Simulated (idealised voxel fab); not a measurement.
Process module, titled voxel ribs on slabs
We display cut, a cross-section 195 nm in width whose square cells are each 5 nm.
Cross-section spec: square-cell grid; bands listed top down; each band is one or more rows.
First you get the band's top height and its bottom height, in nm, and then the materials it's made of, left to right, with each width in nm. If you see a single material with "full width", that one covers the band edge to edge. "empty" is empty space.
Where do heights start? At 0: under that level the wafer as delivered is made of one material only. And the lowest band has no floor; it just carries on downward, as in "from 0 down".
A width given as "30 to 40" starts at the first number in the band's top row and ends at the second number in its bottom row, shifting by an equal amount at every step from row to row.
Given "identical to before" for a step, no cell of the cross-section differs between before and after that step.
For the entry "Trapped voids", the listed items are empty spaces with no open way to the top whose size is 8 cells or more; each item follows the pattern width x height at distance, where distance is from the left edge and all three are in nm.
On a step's line, text after the settings is the simulator commenting on that step.
The line of a step may include "overlay nm". On a step with a mask, this value is how far to the right of its planned place the mask lay. A negative value means the mask lay to the left.
This section lists the process steps that were planned:
1. RECEIVE: material Si
2. DIRECTIONAL_DEP: material SiO2, thk nm 20
3. DIRECTIONAL_DEP: material SiN, thk nm 25
4. MASKED_ETCH: tone cover, mask id RIB, width nm 15, etch materials SiN, depth nm 5, overlay nm 0
5. PATTERN: tone cover, mask id SLAB, material resist, width nm 55, thk nm 15, overlay nm 0
6. DIRECTIONAL_ETCH: etch materials SiN, depth nm 20
7. STRIP: etch materials resist
8. FILL_DEP: material SiO2, thk nm 30
9. CMP: height nm 65
10. DIRECTIONAL_DEP: material W, thk nm 10
11. DIRECTIONAL_DEP: material aC, thk nm 10
12. PATTERN: tone cover, mask id HEATER, material resist, width nm 25, thk nm 25, overlay nm 0
13. DIRECTIONAL_ETCH: etch materials aC, depth nm 10
14. STRIP: etch materials resist
15. DIRECTIONAL_ETCH: etch materials W, depth nm 10
16. STRIP: etch materials aC
17. CONFORMAL_DEP: material SiN, thk nm 10
Wafer, first of two, run as planned:
As-received wafer cross-section (after step 1):
* from 0 down | Si full width
* Trapped voids: none
After step 2, in cross-section:
* from 20 to 0 | SiO2 full width
* Beneath the level 0, the cross-section is identical to its previous state.
After step 3, in cross-section:
* from 45 to 20 | SiN full width
* Beneath the level 20, the cross-section is identical to its previous state.
After step 4, in cross-section:
* from 45 to 40 | empty=90, then SiN=15, then empty=90
* Beneath the level 40, the cross-section is identical to its previous state.
After step 5, in cross-section:
* from 60 to 45 | empty=70, then resist=55, then empty=70
* from 45 to 40 | empty=70, then resist=20, then SiN=15, then resist=20, then empty=70
* Beneath the level 40, the cross-section is identical to its previous state.
After step 6, in cross-section:
* from 60 to 45 | empty=70, then resist=55, then empty=70
* from 45 to 40 | empty=70, then resist=20, then SiN=15, then resist=20, then empty=70
* from 40 to 20 | empty=70, then SiN=55, then empty=70
* Beneath the level 20, the cross-section is identical to its previous state.
After step 7, in cross-section:
* from 45 to 40 | empty=90, then SiN=15, then empty=90
* Beneath the level 40, the cross-section is identical to its previous state.
After step 8, in cross-section:
* from 75 to 45 | SiO2 full width
* from 45 to 40 | SiO2=90, then SiN=15, then SiO2=90
* from 40 to 20 | SiO2=70, then SiN=55, then SiO2=70
* Beneath the level 20, the cross-section is identical to its previous state.
After step 9, in cross-section:
* from 65 to 45 | SiO2 full width
* Beneath the level 45, the cross-section is identical to its previous state.
After step 10, in cross-section:
* from 75 to 65 | W full width
* Beneath the level 65, the cross-section is identical to its previous state.
After step 11, in cross-section:
* from 85 to 75 | aC full width
* Beneath the level 75, the cross-section is identical to its previous state.
After step 12, in cross-section:
* from 110 to 85 | empty=85, then resist=25, then empty=85
* Beneath the level 85, the cross-section is identical to its previous state.
After step 13, in cross-section:
* from 100 to 85 | empty=85, then resist=25, then empty=85
* from 85 to 75 | empty=85, then aC=25, then empty=85
* Beneath the level 75, the cross-section is identical to its previous state.
After step 14, in cross-section:
* from 85 to 75 | empty=85, then aC=25, then empty=85
* Beneath the level 75, the cross-section is identical to its previous state.
After step 15, in cross-section:
* from 85 to 75 | empty=85, then aC=25, then empty=85
* from 75 to 65 | empty=85, then W=25, then empty=85
* Beneath the level 65, the cross-section is identical to its previous state.
After step 16, in cross-section:
* from 75 to 65 | empty=85, then W=25, then empty=85
* Beneath the level 65, the cross-section is identical to its previous state.
After step 17, in cross-section:
* from 85 to 75 | empty=75, then SiN=45, then empty=75
* from 75 to 65 | SiN=85, then W=25, then SiN=85
* Beneath the level 65, the cross-section is identical to its previous state.
Wafer two of the pair: same origin, same plan, one error during the run; identical to wafer one up to and including step 7:
Second wafer, section view, time point: scheduled end of step 8:
* from 75 to 20 | SiN full width
* Beneath the level 20, the cross-section is identical to its previous state.
Second wafer, section view, time point: scheduled end of step 9:
* from 65 to 20 | SiN full width
* Beneath the level 20, the cross-section is identical to its previous state.
Second wafer, section view, time point: scheduled end of step 10:
* from 75 to 65 | W full width
* Beneath the level 65, the cross-section is identical to its previous state.
Second wafer, section view, time point: scheduled end of step 11:
* from 85 to 75 | aC full width
* Beneath the level 75, the cross-section is identical to its previous state.
Second wafer, section view, time point: scheduled end of step 12:
* from 110 to 85 | empty=85, then resist=25, then empty=85
* Beneath the level 85, the cross-section is identical to its previous state.
Second wafer, section view, time point: scheduled end of step 13:
* from 100 to 85 | empty=85, then resist=25, then empty=85
* from 85 to 75 | empty=85, then aC=25, then empty=85
* Beneath the level 75, the cross-section is identical to its previous state.
Second wafer, section view, time point: scheduled end of step 14:
* from 85 to 75 | empty=85, then aC=25, then empty=85
* Beneath the level 75, the cross-section is identical to its previous state.
Second wafer, section view, time point: scheduled end of step 15:
* from 85 to 75 | empty=85, then aC=25, then empty=85
* from 75 to 65 | empty=85, then W=25, then empty=85
* Beneath the level 65, the cross-section is identical to its previous state.
Second wafer, section view, time point: scheduled end of step 16:
* from 75 to 65 | empty=85, then W=25, then empty=85
* Beneath the level 65, the cross-section is identical to its previous state.
Second wafer, section view, time point: scheduled end of step 17:
* from 85 to 75 | empty=75, then SiN=45, then empty=75
* from 75 to 65 | SiN=85, then W=25, then SiN=85
* Beneath the level 65, the cross-section is identical to its previous state.
Deviation noted in wafer processing: contrary to plan, step 8 was performed as FILL_DEP: material SiN, thk nm 30
Materials where the second wafer ends with more or fewer cells than the first: SiN +304, SiO2 -304
